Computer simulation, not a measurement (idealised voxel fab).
The process module that follows is named voxel self aligned vias.
Square cells of 5 nm make up the cross-section cut, whose width is 265 nm.
When this document writes out a cross-section, it uses a grid of square cells and lists it as bands, beginning at the top and moving down, with a band standing for one or more rows of cells.
The entry gives the band's vertical extent as a top height and a bottom height in nm, then its horizontal make-up as materials from left to right, each with a width in nm. "air" stands for empty space; a single material marked "everywhere" fills the band edge to edge.
Heights from 0 (as-received wafer is one material below). Bottom band endless downward, as "0 and below".
Think of "30 to 40" as a width that walks from the first number to the second as you go down the band, top row to bottom row, taking equal-sized steps from row to row.
Key: "remains unaltered" - step with no changed cell in the cross-section.
What "Sealed internal voids" gives you is every empty space of 8 cells or more that is cut off from the top. Each appears as width x height at distance, with the distance taken from the left edge and width, height and distance all in nm.
The remark found on a step's line after its settings is issued by the simulator itself and pertains to that step.
When a step includes a mask, the "overlay nm" setting on its line states how far to the right of its planned place that mask lay, and negative values state how far to the left.

### Steps in the process plan
1: RECEIVE (material Si)
2: CONFORMAL_DEP (material SiO2; thk nm 10)
3: CONFORMAL_DEP (material SiCN; thk nm 5)
4: DIRECTIONAL_DEP (material SiO2; thk nm 20)
5: MASKED_ETCH (tone open; mask id LINES; width nm 20; pitch nm 60; etch materials SiO2; depth nm 20; overlay nm 0)
6: CONFORMAL_DEP (material TiN; thk nm 5)
7: FILL_DEP (material Ru; thk nm 10)
8: CMP (height nm 35)
9: SELECTIVE_ETCH (etch materials W Ru TiN; depth nm 10)
10: FILL_DEP (material SiN; thk nm 5)
11: CMP (height nm 35)
12: DIRECTIONAL_DEP (material SiO2; thk nm 20)
13: PATTERN (tone open; mask id VIAS; material resist; width nm 30; pitch nm 60; thk nm 20; overlay nm 0)
14: DIRECTIONAL_ETCH (etch materials SiO2; depth nm 20)
15: DIRECTIONAL_ETCH (etch materials SiN; depth nm 10)
16: STRIP (etch materials resist)
17: CONFORMAL_DEP (material TiN; thk nm 5)
18: FILL_DEP (material Ru; thk nm 10)
19: CMP (height nm 55)
20: CONFORMAL_DEP (material SiCN; thk nm 5)

### The first of two wafers, run as planned

### Wafer as received: cross-section following step 1
	0 and below  Si everywhere
	Sealed internal voids: none

### Upon completion of step 2, the wafer appears in cross-section as shown
	10 down to 0  SiO2 everywhere
	Under the height 0 nothing was changed.

### Upon completion of step 3, the wafer appears in cross-section as shown
	15 down to 10  SiCN everywhere
	Under the height 10 nothing was changed.

### Upon completion of step 4, the wafer appears in cross-section as shown
	35 down to 15  SiO2 everywhere
	Under the height 15 nothing was changed.

### Upon completion of step 5, the wafer appears in cross-section as shown
	35 down to 15  90 of SiO2, then 20 of air, then 40 of SiO2, then 20 of air, then 95 of SiO2
	Under the height 15 nothing was changed.

### Upon completion of step 6, the wafer appears in cross-section as shown
	40 down to 35  95 of TiN, then 10 of air, then 50 of TiN, then 10 of air, then 100 of TiN
	35 down to 20  90 of SiO2, then 5 of TiN, then 10 of air, then 5 of TiN, then 40 of SiO2, then 5 of TiN, then 10 of air, then 5 of TiN, then 95 of SiO2
	20 down to 15  90 of SiO2, then 20 of TiN, then 40 of SiO2, then 20 of TiN, then 95 of SiO2
	Under the height 15 nothing was changed.

### Upon completion of step 7, the wafer appears in cross-section as shown
	50 down to 40  Ru everywhere
	40 down to 35  95 of TiN, then 10 of Ru, then 50 of TiN, then 10 of Ru, then 100 of TiN
	35 down to 20  90 of SiO2, then 5 of TiN, then 10 of Ru, then 5 of TiN, then 40 of SiO2, then 5 of TiN, then 10 of Ru, then 5 of TiN, then 95 of SiO2
	Under the height 20 nothing was changed.

### Upon completion of step 8, the wafer appears in cross-section as shown
	35 down to 20  90 of SiO2, then 5 of TiN, then 10 of Ru, then 5 of TiN, then 40 of SiO2, then 5 of TiN, then 10 of Ru, then 5 of TiN, then 95 of SiO2
	Under the height 20 nothing was changed.

### Upon completion of step 9, the wafer appears in cross-section as shown
	35 down to 25  90 of SiO2, then 20 of air, then 40 of SiO2, then 20 of air, then 95 of SiO2
	Under the height 25 nothing was changed.

### Upon completion of step 10, the wafer appears in cross-section as shown
	40 down to 35  SiN everywhere
	35 down to 25  90 of SiO2, then 20 of SiN, then 40 of SiO2, then 20 of SiN, then 95 of SiO2
	Under the height 25 nothing was changed.

### Upon completion of step 11, the wafer appears in cross-section as shown
	35 down to 25  90 of SiO2, then 20 of SiN, then 40 of SiO2, then 20 of SiN, then 95 of SiO2
	Under the height 25 nothing was changed.

### Upon completion of step 12, the wafer appears in cross-section as shown
	55 down to 35  SiO2 everywhere
	Under the height 35 nothing was changed.

### Upon completion of step 13, the wafer appears in cross-section as shown
	75 down to 55  85 of resist, then 30 of air, then 30 of resist, then 30 of air, then 90 of resist
	Under the height 55 nothing was changed.

### Upon completion of step 14, the wafer appears in cross-section as shown
	75 down to 55  85 of resist, then 30 of air, then 30 of resist, then 30 of air, then 90 of resist
	55 down to 35  85 of SiO2, then 30 of air, then 30 of SiO2, then 30 of air, then 90 of SiO2
	Under the height 35 nothing was changed.

### Upon completion of step 15, the wafer appears in cross-section as shown
	75 down to 55  85 of resist, then 30 of air, then 30 of resist, then 30 of air, then 90 of resist
	55 down to 35  85 of SiO2, then 30 of air, then 30 of SiO2, then 30 of air, then 90 of SiO2
	35 down to 25  90 of SiO2, then 20 of air, then 40 of SiO2, then 20 of air, then 95 of SiO2
	Under the height 25 nothing was changed.

### Upon completion of step 16, the wafer appears in cross-section as shown
	55 down to 35  85 of SiO2, then 30 of air, then 30 of SiO2, then 30 of air, then 90 of SiO2
	Under the height 35 nothing was changed.

### Upon completion of step 17, the wafer appears in cross-section as shown
	60 down to 55  90 of TiN, then 20 of air, then 40 of TiN, then 20 of air, then 95 of TiN
	55 down to 40  85 of SiO2, then 5 of TiN, then 20 of air, then 5 of TiN, then 30 of SiO2, then 5 of TiN, then 20 of air, then 5 of TiN, then 90 of SiO2
	40 down to 30  85 to 90 of SiO2, then 10 to 5 of TiN, then 10 of air, then 10 to 5 of TiN, then 30 to 40 of SiO2, then 10 to 5 of TiN, then 10 of air, then 10 to 5 of TiN, then 90 to 95 of SiO2
	30 down to 25  90 of SiO2, then 20 of TiN, then 40 of SiO2, then 20 of TiN, then 95 of SiO2
	Under the height 25 nothing was changed.

### Upon completion of step 18, the wafer appears in cross-section as shown
	70 down to 60  Ru everywhere
	60 down to 55  90 of TiN, then 20 of Ru, then 40 of TiN, then 20 of Ru, then 95 of TiN
	55 down to 40  85 of SiO2, then 5 of TiN, then 20 of Ru, then 5 of TiN, then 30 of SiO2, then 5 of TiN, then 20 of Ru, then 5 of TiN, then 90 of SiO2
	40 down to 30  85 to 90 of SiO2, then 10 to 5 of TiN, then 10 of Ru, then 10 to 5 of TiN, then 30 to 40 of SiO2, then 10 to 5 of TiN, then 10 of Ru, then 10 to 5 of TiN, then 90 to 95 of SiO2
	Under the height 30 nothing was changed.

### Upon completion of step 19, the wafer appears in cross-section as shown
	55 down to 40  85 of SiO2, then 5 of TiN, then 20 of Ru, then 5 of TiN, then 30 of SiO2, then 5 of TiN, then 20 of Ru, then 5 of TiN, then 90 of SiO2
	Under the height 40 nothing was changed.

### Upon completion of step 20, the wafer appears in cross-section as shown
	60 down to 55  SiCN everywhere
	Under the height 55 nothing was changed.

### It is to be noted that the second wafer proceeded from the same initial state and according to the same plan as the first, although one mistake was committed in its execution; through step 4, inclusive, the two wafers share an identical history

### Second wafer: cross-section at the scheduled end of step 5
	35 down to 15  95 of SiO2, then 20 of air, then 40 of SiO2, then 20 of air, then 90 of SiO2
	Under the height 15 nothing was changed.

### Second wafer: cross-section at the scheduled end of step 6
	40 down to 35  100 of TiN, then 10 of air, then 50 of TiN, then 10 of air, then 95 of TiN
	35 down to 20  95 of SiO2, then 5 of TiN, then 10 of air, then 5 of TiN, then 40 of SiO2, then 5 of TiN, then 10 of air, then 5 of TiN, then 90 of SiO2
	20 down to 15  95 of SiO2, then 20 of TiN, then 40 of SiO2, then 20 of TiN, then 90 of SiO2
	Under the height 15 nothing was changed.

### Second wafer: cross-section at the scheduled end of step 7
	50 down to 40  Ru everywhere
	40 down to 35  100 of TiN, then 10 of Ru, then 50 of TiN, then 10 of Ru, then 95 of TiN
	35 down to 20  95 of SiO2, then 5 of TiN, then 10 of Ru, then 5 of TiN, then 40 of SiO2, then 5 of TiN, then 10 of Ru, then 5 of TiN, then 90 of SiO2
	Under the height 20 nothing was changed.

### Second wafer: cross-section at the scheduled end of step 8
	35 down to 20  95 of SiO2, then 5 of TiN, then 10 of Ru, then 5 of TiN, then 40 of SiO2, then 5 of TiN, then 10 of Ru, then 5 of TiN, then 90 of SiO2
	Under the height 20 nothing was changed.

### Second wafer: cross-section at the scheduled end of step 9
	35 down to 25  95 of SiO2, then 20 of air, then 40 of SiO2, then 20 of air, then 90 of SiO2
	Under the height 25 nothing was changed.

### Second wafer: cross-section at the scheduled end of step 10
	40 down to 35  SiN everywhere
	35 down to 25  95 of SiO2, then 20 of SiN, then 40 of SiO2, then 20 of SiN, then 90 of SiO2
	Under the height 25 nothing was changed.

### Second wafer: cross-section at the scheduled end of step 11
	35 down to 25  95 of SiO2, then 20 of SiN, then 40 of SiO2, then 20 of SiN, then 90 of SiO2
	Under the height 25 nothing was changed.

### Second wafer: cross-section at the scheduled end of step 12
	55 down to 35  SiO2 everywhere
	Under the height 35 nothing was changed.

### Second wafer: cross-section at the scheduled end of step 13
	75 down to 55  85 of resist, then 30 of air, then 30 of resist, then 30 of air, then 90 of resist
	Under the height 55 nothing was changed.

### Second wafer: cross-section at the scheduled end of step 14
	75 down to 55  85 of resist, then 30 of air, then 30 of resist, then 30 of air, then 90 of resist
	55 down to 35  85 of SiO2, then 30 of air, then 30 of SiO2, then 30 of air, then 90 of SiO2
	Under the height 35 nothing was changed.

### Second wafer: cross-section at the scheduled end of step 15
	75 down to 55  85 of resist, then 30 of air, then 30 of resist, then 30 of air, then 90 of resist
	55 down to 35  85 of SiO2, then 30 of air, then 30 of SiO2, then 30 of air, then 90 of SiO2
	35 down to 25  95 of SiO2, then 20 of air, then 40 of SiO2, then 20 of air, then 90 of SiO2
	Under the height 25 nothing was changed.

### Second wafer: cross-section at the scheduled end of step 16
	55 down to 35  85 of SiO2, then 30 of air, then 30 of SiO2, then 30 of air, then 90 of SiO2
	Under the height 35 nothing was changed.

### Second wafer: cross-section at the scheduled end of step 17
	60 down to 55  90 of TiN, then 20 of air, then 40 of TiN, then 20 of air, then 95 of TiN
	55 down to 40  85 of SiO2, then 5 of TiN, then 20 of air, then 5 of TiN, then 30 of SiO2, then 5 of TiN, then 20 of air, then 5 of TiN, then 90 of SiO2
	40 down to 30  85 to 95 of SiO2, then 15 to 5 of TiN, then 10 of air, then 5 of TiN, then 30 to 40 of SiO2, then 15 to 5 of TiN, then 10 of air, then 5 of TiN, then 90 of SiO2
	30 down to 25  95 of SiO2, then 20 of TiN, then 40 of SiO2, then 20 of TiN, then 90 of SiO2
	Under the height 25 nothing was changed.

### Second wafer: cross-section at the scheduled end of step 18
	70 down to 60  Ru everywhere
	60 down to 55  90 of TiN, then 20 of Ru, then 40 of TiN, then 20 of Ru, then 95 of TiN
	55 down to 40  85 of SiO2, then 5 of TiN, then 20 of Ru, then 5 of TiN, then 30 of SiO2, then 5 of TiN, then 20 of Ru, then 5 of TiN, then 90 of SiO2
	40 down to 30  85 to 95 of SiO2, then 15 to 5 of TiN, then 10 of Ru, then 5 of TiN, then 30 to 40 of SiO2, then 15 to 5 of TiN, then 10 of Ru, then 5 of TiN, then 90 of SiO2
	Under the height 30 nothing was changed.

### Second wafer: cross-section at the scheduled end of step 19
	55 down to 40  85 of SiO2, then 5 of TiN, then 20 of Ru, then 5 of TiN, then 30 of SiO2, then 5 of TiN, then 20 of Ru, then 5 of TiN, then 90 of SiO2
	Under the height 40 nothing was changed.

### Second wafer: cross-section at the scheduled end of step 20
	60 down to 55  SiCN everywhere
	Under the height 55 nothing was changed.
Run error: off-plan run, step 5, actual operation and settings MASKED_ETCH (tone open; mask id LINES; width nm 20; pitch nm 60; etch materials SiO2; depth nm 20; overlay nm 5)
In the final comparison it is observed that the number of cells assigned to each material is identical for the two wafers, whereas their placement is not.
